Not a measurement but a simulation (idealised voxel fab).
Presented below is a process module, voxel ribs on slabs.
Xsec cut, 260 nm wide, square cell size 5 nm.
Format of a cross-section: grid, square cells. Given as bands. Order: top down. Band: one or more rows of cells.
For a band, the entry starts with two heights in nm, that of the top and then that of the bottom, and carries on with the band's materials in order from left to right, each alongside its width in nm; the word "everywhere" beside a single material means it fills the band edge to edge, and "blank" means empty space.
It should be noted that heights are counted from 0, beneath which the wafer as supplied is of one material throughout, and that the lowest band possesses no lower boundary but continues downward, as written in "from 0 down".
The two numbers in a width such as "30..40" mark its ends across the band: the first belongs to the top row of cells, the second to the bottom row, and from each row to the next the width moves by the same amount.
"same as before" after a step means that no cell of the cross-section changed.
Voids not open to the top, 8 cells minimum: see "Enclosed void catalog". Written width x height at distance; distance is from the left edge; nm.
What comes after the settings on a step's line is commentary from the simulator itself on that step.
When a step includes a mask, the "overlay nm" setting on its line states how far to the right of its planned place that mask lay, and negative values state how far to the left.
Steps planned for the process
- 1: RECEIVE: material Si
- 2: DIRECTIONAL_DEP: material SiO2, thk nm 30
- 3: DIRECTIONAL_DEP: material polySi, thk nm 15
- 4: DIRECTIONAL_DEP: material aC, thk nm 10
- 5: PATTERN: tone cover, mask id RIB, material resist, width nm 15, thk nm 30, overlay nm 0
- 6: DIRECTIONAL_ETCH: etch materials aC, depth nm 10
- 7: STRIP: etch materials resist
- 8: DIRECTIONAL_ETCH: etch materials polySi, depth nm 10
- 9: STRIP: etch materials aC
- 10: MASKED_ETCH: tone cover, mask id SLAB, width nm 75, etch materials polySi, depth nm 5, overlay nm 0
- 11: FILL_DEP: material SiO2, thk nm 15
- 12: CMP: height nm 55
- 13: DIRECTIONAL_DEP: material W, thk nm 10
- 14: DIRECTIONAL_DEP: material aC, thk nm 15
- 15: PATTERN: tone cover, mask id HEATER, material resist, width nm 25, thk nm 30, overlay nm 0
- 16: DIRECTIONAL_ETCH: etch materials aC, depth nm 15
- 17: STRIP: etch materials resist
- 18: DIRECTIONAL_ETCH: etch materials W, depth nm 10
- 19: STRIP: etch materials aC
- 20: CONFORMAL_DEP: material SiN, thk nm 5
Of two wafers, the first: run according to plan
This is the cross-section of the wafer as we received it, i.e. after step 1
  from 0 down | Si everywhere
  Enclosed void catalog: none
Upon completion of step 2, the wafer appears in cross-section as shown
  from 30 to 0 | SiO2 everywhere
  Whatever lies below 0 is exactly as it was before.
Upon completion of step 3, the wafer appears in cross-section as shown
  from 45 to 30 | polySi everywhere
  Whatever lies below 30 is exactly as it was before.
Upon completion of step 4, the wafer appears in cross-section as shown
  from 55 to 45 | aC everywhere
  Whatever lies below 45 is exactly as it was before.
Upon completion of step 5, the wafer appears in cross-section as shown
  from 85 to 55 | 120 of blank / 15 of resist / 125 of blank
  Whatever lies below 55 is exactly as it was before.
Upon completion of step 6, the wafer appears in cross-section as shown
  from 75 to 55 | 120 of blank / 15 of resist / 125 of blank
  from 55 to 45 | 120 of blank / 15 of aC / 125 of blank
  Whatever lies below 45 is exactly as it was before.
Upon completion of step 7, the wafer appears in cross-section as shown
  from 55 to 45 | 120 of blank / 15 of aC / 125 of blank
  Whatever lies below 45 is exactly as it was before.
Upon completion of step 8, the wafer appears in cross-section as shown
  from 55 to 45 | 120 of blank / 15 of aC / 125 of blank
  from 45 to 35 | 120 of blank / 15 of polySi / 125 of blank
  Whatever lies below 35 is exactly as it was before.
Upon completion of step 9, the wafer appears in cross-section as shown
  from 45 to 35 | 120 of blank / 15 of polySi / 125 of blank
  Whatever lies below 35 is exactly as it was before.
Upon completion of step 10, the wafer appears in cross-section as shown
  from 45 to 35 | 120 of blank / 15 of polySi / 125 of blank
  from 35 to 30 | 90 of blank / 75 of polySi / 95 of blank
  Whatever lies below 30 is exactly as it was before.
Upon completion of step 11, the wafer appears in cross-section as shown
  from 60 to 45 | SiO2 everywhere
  from 45 to 35 | 120 of SiO2 / 15 of polySi / 125 of SiO2
  from 35 to 30 | 90 of SiO2 / 75 of polySi / 95 of SiO2
  Whatever lies below 30 is exactly as it was before.
Upon completion of step 12, the wafer appears in cross-section as shown
  from 55 to 45 | SiO2 everywhere
  Whatever lies below 45 is exactly as it was before.
Upon completion of step 13, the wafer appears in cross-section as shown
  from 65 to 55 | W everywhere
  Whatever lies below 55 is exactly as it was before.
Upon completion of step 14, the wafer appears in cross-section as shown
  from 80 to 65 | aC everywhere
  Whatever lies below 65 is exactly as it was before.
Upon completion of step 15, the wafer appears in cross-section as shown
  from 110 to 80 | 115 of blank / 25 of resist / 120 of blank
  Whatever lies below 80 is exactly as it was before.
Upon completion of step 16, the wafer appears in cross-section as shown
  from 95 to 80 | 115 of blank / 25 of resist / 120 of blank
  from 80 to 65 | 115 of blank / 25 of aC / 120 of blank
  Whatever lies below 65 is exactly as it was before.
Upon completion of step 17, the wafer appears in cross-section as shown
  from 80 to 65 | 115 of blank / 25 of aC / 120 of blank
  Whatever lies below 65 is exactly as it was before.
Upon completion of step 18, the wafer appears in cross-section as shown
  from 80 to 65 | 115 of blank / 25 of aC / 120 of blank
  from 65 to 55 | 115 of blank / 25 of W / 120 of blank
  Whatever lies below 55 is exactly as it was before.
Upon completion of step 19, the wafer appears in cross-section as shown
  from 65 to 55 | 115 of blank / 25 of W / 120 of blank
  Whatever lies below 55 is exactly as it was before.
Upon completion of step 20, the wafer appears in cross-section as shown
  from 70 to 65 | 110 of blank / 35 of SiN / 115 of blank
  from 65 to 60 | 110 of blank / 5 of SiN / 25 of W / 5 of SiN / 115 of blank
  from 60 to 55 | 115 of SiN / 25 of W / 120 of SiN
  Whatever lies below 55 is exactly as it was before.
The second wafer was prepared from the same starting point and under the same plan as the first; its processing contained one mistake, and it remains indistinguishable from the first wafer up to and including step 14
Cross-sectional representation of the second wafer at the time designated in the plan for the completion of step 15
  from 110 to 80 | 110 of blank / 35 of resist / 115 of blank
  Whatever lies below 80 is exactly as it was before.
Cross-sectional representation of the second wafer at the time designated in the plan for the completion of step 16
  from 95 to 80 | 110 of blank / 35 of resist / 115 of blank
  from 80 to 65 | 110 of blank / 35 of aC / 115 of blank
  Whatever lies below 65 is exactly as it was before.
Cross-sectional representation of the second wafer at the time designated in the plan for the completion of step 17
  from 80 to 65 | 110 of blank / 35 of aC / 115 of blank
  Whatever lies below 65 is exactly as it was before.
Cross-sectional representation of the second wafer at the time designated in the plan for the completion of step 18
  from 80 to 65 | 110 of blank / 35 of aC / 115 of blank
  from 65 to 55 | 110 of blank / 35 of W / 115 of blank
  Whatever lies below 55 is exactly as it was before.
Cross-sectional representation of the second wafer at the time designated in the plan for the completion of step 19
  from 65 to 55 | 110 of blank / 35 of W / 115 of blank
  Whatever lies below 55 is exactly as it was before.
Cross-sectional representation of the second wafer at the time designated in the plan for the completion of step 20
  from 70 to 65 | 105 of blank / 45 of SiN / 110 of blank
  from 65 to 60 | 105 of blank / 5 of SiN / 35 of W / 5 of SiN / 110 of blank
  from 60 to 55 | 110 of SiN / 35 of W / 115 of SiN
  Whatever lies below 55 is exactly as it was before.
Want to know what went wrong? step 15 changed vs plan, executed as PATTERN: tone cover, mask id HEATER, material resist, width nm 35, thk nm 30, overlay nm 0
at the end the second wafer has, in cells: W: 4 more
